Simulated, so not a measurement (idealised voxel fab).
Title: Process Module voxel self aligned contacts
cross-section cut | 150 nm wide | cells 5 nm
Reading order for cross-sections: top band down to bottom band. Underlying form: a grid of square cells. Band size: one or more rows of cells.
The band entry comprises the height of the band's top followed by the height of its bottom, expressed in nm, and subsequently the band's materials from left to right, each stated together with its width in nm. Where a single material is marked with the word "edge to edge", that material fills the band from edge to edge. The word "air" represents empty space.
Heads up on the height convention: 0 is the point under which the incoming wafer is all one material, and the lowest band has no bottom, it just keeps going down, like "0 down".
Read "30..40" as a graded width: first number on top, second number at the bottom, same change between each pair of neighbouring rows.
The designation "left unchanged", where it is given for a processing step, indicates that no cell of the cross-section was altered in the course of that step.
If an empty space has no open way to the top and is at least 8 cells in size, "Enclosed void listing" lists it, written width x height at distance, where distance is measured from the left edge and every value is in nm.
Note: text after step settings on the step line = simulator remark on that step.
What "overlay nm" on a step's line means: if the step has a mask, that mask lay this far to the right of its planned place, or, when the value is negative, to the left.

# So here's the lineup of process steps we planned
1 RECEIVE [material Si]
2 OXIDIZE [depth nm 5]
3 DIRECTIONAL_DEP [material polySi] [thk nm 20]
4 DIRECTIONAL_DEP [material SiN] [thk nm 20]
5 MASKED_ETCH [tone cover] [mask id GATE] [width nm 35] [pitch nm 80] [etch materials SiN] [depth nm 20] [overlay nm 0]
6 MASKED_ETCH [tone cover] [mask id GATE] [width nm 35] [pitch nm 80] [etch materials polySi] [depth nm 20] [overlay nm 0]
7 CONFORMAL_DEP [material SiN] [thk nm 10]
8 DIRECTIONAL_ETCH [etch materials SiN] [depth nm 10]
9 FILL_DEP [material SiO2] [thk nm 10]
10 CMP [height nm 45]
11 DIRECTIONAL_DEP [material aC] [thk nm 10]
12 PATTERN [tone open] [mask id CONTACT] [material resist] [width nm 65] [thk nm 30] [overlay nm 0]
13 DIRECTIONAL_ETCH [etch materials aC] [depth nm 10]
14 STRIP [etch materials resist]
15 DIRECTIONAL_ETCH [etch materials SiO2] [depth nm 50]
16 STRIP [etch materials aC]
17 CONFORMAL_DEP [material TiN] [thk nm 5]
18 FILL_DEP [material W] [thk nm 10]
19 CMP [height nm 45]
20 CONFORMAL_DEP [material SiN] [thk nm 5]

# First of the two wafers, run per plan

# Wafer as received: cross-section following step 1
0 down = Si edge to edge
Enclosed void listing: none

# How the wafer stands in section after step 2
0 to -5 = SiO2 edge to edge
Beneath the level -5, the cross-section is identical to its previous state.

# How the wafer stands in section after step 3
20 to 0 = polySi edge to edge
Beneath the level 0, the cross-section is identical to its previous state.

# How the wafer stands in section after step 4
40 to 20 = SiN edge to edge
Beneath the level 20, the cross-section is identical to its previous state.

# How the wafer stands in section after step 5
40 to 20 = air=15 | SiN=35 | air=45 | SiN=35 | air=20
Beneath the level 20, the cross-section is identical to its previous state.

# How the wafer stands in section after step 6
40 to 20 = air=15 | SiN=35 | air=45 | SiN=35 | air=20
20 to 0 = air=15 | polySi=35 | air=45 | polySi=35 | air=20
Beneath the level 0, the cross-section is identical to its previous state.

# How the wafer stands in section after step 7
50 to 20 = air=5 | SiN=55 | air=25 | SiN=55 | air=10
20 to 10 = air=5 | SiN=10 | polySi=35 | SiN=10 | air=25 | SiN=10 | polySi=35 | SiN=10 | air=10
10 to 0 = SiN=15 | polySi=35 | SiN=45 | polySi=35 | SiN=20
Beneath the level 0, the cross-section is identical to its previous state.

# How the wafer stands in section after step 8
40 to 20 = air=5 | SiN=55 | air=25 | SiN=55 | air=10
20 to 0 = air=5 | SiN=10 | polySi=35 | SiN=10 | air=25 | SiN=10 | polySi=35 | SiN=10 | air=10
Beneath the level 0, the cross-section is identical to its previous state.

# How the wafer stands in section after step 9
50 to 40 = SiO2 edge to edge
40 to 20 = SiO2=5 | SiN=55 | SiO2=25 | SiN=55 | SiO2=10
20 to 0 = SiO2=5 | SiN=10 | polySi=35 | SiN=10 | SiO2=25 | SiN=10 | polySi=35 | SiN=10 | SiO2=10
Beneath the level 0, the cross-section is identical to its previous state.

# How the wafer stands in section after step 10
45 to 40 = SiO2 edge to edge
Beneath the level 40, the cross-section is identical to its previous state.

# How the wafer stands in section after step 11
55 to 45 = aC edge to edge
Beneath the level 45, the cross-section is identical to its previous state.

# How the wafer stands in section after step 12
85 to 55 = resist=40 | air=65 | resist=45
Beneath the level 55, the cross-section is identical to its previous state.

# How the wafer stands in section after step 13
75 to 55 = resist=40 | air=65 | resist=45
55 to 45 = aC=40 | air=65 | aC=45
Beneath the level 45, the cross-section is identical to its previous state.

# How the wafer stands in section after step 14
55 to 45 = aC=40 | air=65 | aC=45
Beneath the level 45, the cross-section is identical to its previous state.

# How the wafer stands in section after step 15
55 to 45 = aC=40 | air=65 | aC=45
45 to 40 = SiO2=40 | air=65 | SiO2=45
40 to 20 = SiO2=5 | SiN=55 | air=25 | SiN=55 | SiO2=10
20 to 0 = SiO2=5 | SiN=10 | polySi=35 | SiN=10 | air=25 | SiN=10 | polySi=35 | SiN=10 | SiO2=10
0 to -5 = SiO2=60 | air=25 | SiO2=65
Beneath the level -5, the cross-section is identical to its previous state.

# How the wafer stands in section after step 16
45 to 40 = SiO2=40 | air=65 | SiO2=45
Beneath the level 40, the cross-section is identical to its previous state.

# How the wafer stands in section after step 17
50 to 45 = TiN=45 | air=55 | TiN=50
45 to 40 = SiO2=40 | TiN=25 | air=15 | TiN=25 | SiO2=45
40 to 20 = SiO2=5 | SiN=55 | TiN=5 | air=15 | TiN=5 | SiN=55 | SiO2=10
20 to 0 = SiO2=5 | SiN=10 | polySi=35 | SiN=10 | TiN=5 | air=15 | TiN=5 | SiN=10 | polySi=35 | SiN=10 | SiO2=10
0 to -5 = SiO2=60 | TiN=25 | SiO2=65
Beneath the level -5, the cross-section is identical to its previous state.

# How the wafer stands in section after step 18
60 to 50 = W edge to edge
50 to 45 = TiN=45 | W=55 | TiN=50
45 to 40 = SiO2=40 | TiN=25 | W=15 | TiN=25 | SiO2=45
40 to 20 = SiO2=5 | SiN=55 | TiN=5 | W=15 | TiN=5 | SiN=55 | SiO2=10
20 to 0 = SiO2=5 | SiN=10 | polySi=35 | SiN=10 | TiN=5 | W=15 | TiN=5 | SiN=10 | polySi=35 | SiN=10 | SiO2=10
Beneath the level 0, the cross-section is identical to its previous state.

# How the wafer stands in section after step 19
45 to 40 = SiO2=40 | TiN=25 | W=15 | TiN=25 | SiO2=45
Beneath the level 40, the cross-section is identical to its previous state.

# How the wafer stands in section after step 20
50 to 45 = SiN edge to edge
Beneath the level 45, the cross-section is identical to its previous state.

# What follows concerns the second wafer, which started out like the first and was meant to follow the very same plan; one mistake crept in when it was run, but everything up to and including step 4 is the same as for the first wafer

# Second wafer at the planned finish of step 5, seen in cross-section
40 to 20 = air=20 | SiN=25 | air=55 | SiN=25 | air=25
Beneath the level 20, the cross-section is identical to its previous state.

# Second wafer at the planned finish of step 6, seen in cross-section
40 to 20 = air=20 | SiN=25 | air=55 | SiN=25 | air=25
20 to 0 = air=15 | polySi=35 | air=45 | polySi=35 | air=20
Beneath the level 0, the cross-section is identical to its previous state.

# Second wafer at the planned finish of step 7, seen in cross-section
50 to 30 = air=10 | SiN=45 | air=35 | SiN=45 | air=15
30 to 20 = air=5 | SiN=55 | air=25 | SiN=55 | air=10
20 to 10 = air=5 | SiN=10 | polySi=35 | SiN=10 | air=25 | SiN=10 | polySi=35 | SiN=10 | air=10
10 to 0 = SiN=15 | polySi=35 | SiN=45 | polySi=35 | SiN=20
Beneath the level 0, the cross-section is identical to its previous state.

# Second wafer at the planned finish of step 8, seen in cross-section
40 to 20 = air=10 | SiN=45 | air=35 | SiN=45 | air=15
20 to 0 = air=5 | SiN=10 | polySi=35 | SiN=10 | air=25 | SiN=10 | polySi=35 | SiN=10 | air=10
Beneath the level 0, the cross-section is identical to its previous state.

# Second wafer at the planned finish of step 9, seen in cross-section
50 to 40 = SiO2 edge to edge
40 to 20 = SiO2=10 | SiN=45 | SiO2=35 | SiN=45 | SiO2=15
20 to 0 = SiO2=5 | SiN=10 | polySi=35 | SiN=10 | SiO2=25 | SiN=10 | polySi=35 | SiN=10 | SiO2=10
Beneath the level 0, the cross-section is identical to its previous state.

# Second wafer at the planned finish of step 10, seen in cross-section
45 to 40 = SiO2 edge to edge
Beneath the level 40, the cross-section is identical to its previous state.

# Second wafer at the planned finish of step 11, seen in cross-section
55 to 45 = aC edge to edge
Beneath the level 45, the cross-section is identical to its previous state.

# Second wafer at the planned finish of step 12, seen in cross-section
85 to 55 = resist=40 | air=65 | resist=45
Beneath the level 55, the cross-section is identical to its previous state.

# Second wafer at the planned finish of step 13, seen in cross-section
75 to 55 = resist=40 | air=65 | resist=45
55 to 45 = aC=40 | air=65 | aC=45
Beneath the level 45, the cross-section is identical to its previous state.

# Second wafer at the planned finish of step 14, seen in cross-section
55 to 45 = aC=40 | air=65 | aC=45
Beneath the level 45, the cross-section is identical to its previous state.

# Second wafer at the planned finish of step 15, seen in cross-section
55 to 45 = aC=40 | air=65 | aC=45
45 to 40 = SiO2=40 | air=65 | SiO2=45
40 to 20 = SiO2=10 | SiN=45 | air=35 | SiN=45 | SiO2=15
20 to 0 = SiO2=5 | SiN=10 | polySi=35 | SiN=10 | air=25 | SiN=10 | polySi=35 | SiN=10 | SiO2=10
0 to -5 = SiO2=60 | air=25 | SiO2=65
Beneath the level -5, the cross-section is identical to its previous state.

# Second wafer at the planned finish of step 16, seen in cross-section
45 to 40 = SiO2=40 | air=65 | SiO2=45
Beneath the level 40, the cross-section is identical to its previous state.

# Second wafer at the planned finish of step 17, seen in cross-section
50 to 45 = TiN=45 | air=55 | TiN=50
45 to 40 = SiO2=40 | TiN=20 | air=25 | TiN=20 | SiO2=45
40 to 25 = SiO2=10 | SiN=45 | TiN=5 | air=25 | TiN=5 | SiN=45 | SiO2=15
25 to 20 = SiO2=10 | SiN=45 | TiN=10 | air=15 | TiN=10 | SiN=45 | SiO2=15
20 to 0 = SiO2=5 | SiN=10 | polySi=35 | SiN=10 | TiN=5 | air=15 | TiN=5 | SiN=10 | polySi=35 | SiN=10 | SiO2=10
0 to -5 = SiO2=60 | TiN=25 | SiO2=65
Beneath the level -5, the cross-section is identical to its previous state.

# Second wafer at the planned finish of step 18, seen in cross-section
60 to 50 = W edge to edge
50 to 45 = TiN=45 | W=55 | TiN=50
45 to 40 = SiO2=40 | TiN=20 | W=25 | TiN=20 | SiO2=45
40 to 25 = SiO2=10 | SiN=45 | TiN=5 | W=25 | TiN=5 | SiN=45 | SiO2=15
25 to 20 = SiO2=10 | SiN=45 | TiN=10 | W=15 | TiN=10 | SiN=45 | SiO2=15
20 to 0 = SiO2=5 | SiN=10 | polySi=35 | SiN=10 | TiN=5 | W=15 | TiN=5 | SiN=10 | polySi=35 | SiN=10 | SiO2=10
Beneath the level 0, the cross-section is identical to its previous state.

# Second wafer at the planned finish of step 19, seen in cross-section
45 to 40 = SiO2=40 | TiN=20 | W=25 | TiN=20 | SiO2=45
Beneath the level 40, the cross-section is identical to its previous state.

# Second wafer at the planned finish of step 20, seen in cross-section
50 to 45 = SiN edge to edge
Beneath the level 45, the cross-section is identical to its previous state.
What was done differently from what was planned? step 5 changed vs plan, executed as MASKED_ETCH [tone cover] [mask id GATE] [width nm 25] [pitch nm 80] [etch materials SiN] [depth nm 20] [overlay nm 0]
The second wafer ends with more or fewer cells of some materials than the first, per final count: SiN: 16 fewer; SiO2: 8 more; W: 8 more
